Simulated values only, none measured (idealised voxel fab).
Module name: voxel quadruple lines (process module)
In the cross-section labelled cut, the width is 270 nm and each square cell is 5 nm.
How to read a cross-section here: the picture is a grid of square cells, written as bands going from the top down, and any band can span one or more rows of cells.
For a band, the entry starts with two heights in nm, that of the top and then that of the bottom, and carries on with the band's materials in order from left to right, each alongside its width in nm; the word "all across" beside a single material means it fills the band edge to edge, and "air" means empty space.
The level at which height equals 0 is the one under which the wafer, as it arrives, is entirely one material. No lower edge exists for the bottom band, which continues downward and is notated as in "top 0, no bottom".
Quick explanation for "30 to 40": the width changes in equal steps down the rows of cells, from the first number in the band's top row to the second number in its bottom row.
What does "nothing altered" mean for a step? It means no cell of the cross-section changed in that step.
The list in "Completely enclosed voids" covers empty spaces of 8 cells or more that cannot reach the top through any open way, and it gives each as width x height at distance; the distance is from the left edge, and width, height and distance are in nm.
If you see something after the settings on a step's line, that's the simulator's own remark about that step.
"overlay nm", when on a step's line for a step with a mask, measures how far to the right of its planned place the mask lay; a negative measure means to the left.
BELOW IS THE LIST OF PLANNED PROCESS STEPS
1 RECEIVE, material Si
2 CONFORMAL_DEP, material Al2O3, thk nm 10
3 DIRECTIONAL_DEP, material TiN, thk nm 10
4 DIRECTIONAL_DEP, material polySi, thk nm 15
5 DIRECTIONAL_DEP, material aC, thk nm 25
6 PATTERN, tone cover, mask id MANDREL, material resist, width nm 20, pitch nm 60, thk nm 30, overlay nm 0
7 DIRECTIONAL_ETCH, etch materials aC, depth nm 25
8 STRIP, etch materials resist
9 CONFORMAL_DEP, material SiO2, thk nm 10
10 DIRECTIONAL_ETCH, etch materials SiO2, depth nm 10
11 STRIP, etch materials aC
12 DIRECTIONAL_ETCH, etch materials polySi, depth nm 15
13 STRIP, etch materials SiO2
14 CONFORMAL_DEP, material SiCN, thk nm 5
15 DIRECTIONAL_ETCH, etch materials SiCN, depth nm 5
16 STRIP, etch materials polySi
17 DIRECTIONAL_ETCH, etch materials TiN, depth nm 10
18 STRIP, etch materials SiCN
WAFER CROSS-SECTION ON RECEIPT, I.E. AFTER STEP 1
	top 0, no bottom: Si all across
	Completely enclosed voids: none
THE PLAN ABOVE WAS CARRIED OUT ON THE STARTING STRUCTURE ABOVE WITH ONE MISTAKE, AND THIS CROSS-SECTION SHOWS THE WAFER AT THE END OF THE MODULE
	top 20, bottom 10: air=85 | TiN=5 | air=10 | TiN=5 | air=5 | TiN=5 | air=10 | TiN=5 | air=15 | TiN=5 | air=10 | TiN=5 | air=5 | TiN=5 | air=10 | TiN=5 | air=80
	top 10, bottom 0: Al2O3 all across
	top 0, no bottom: Si all across
	Completely enclosed voids: none
What went wrong in running the wafer? planned and actual differ for step 6; actual: PATTERN, tone cover, mask id MANDREL, material resist, width nm 15, pitch nm 60, thk nm 30, overlay nm 0
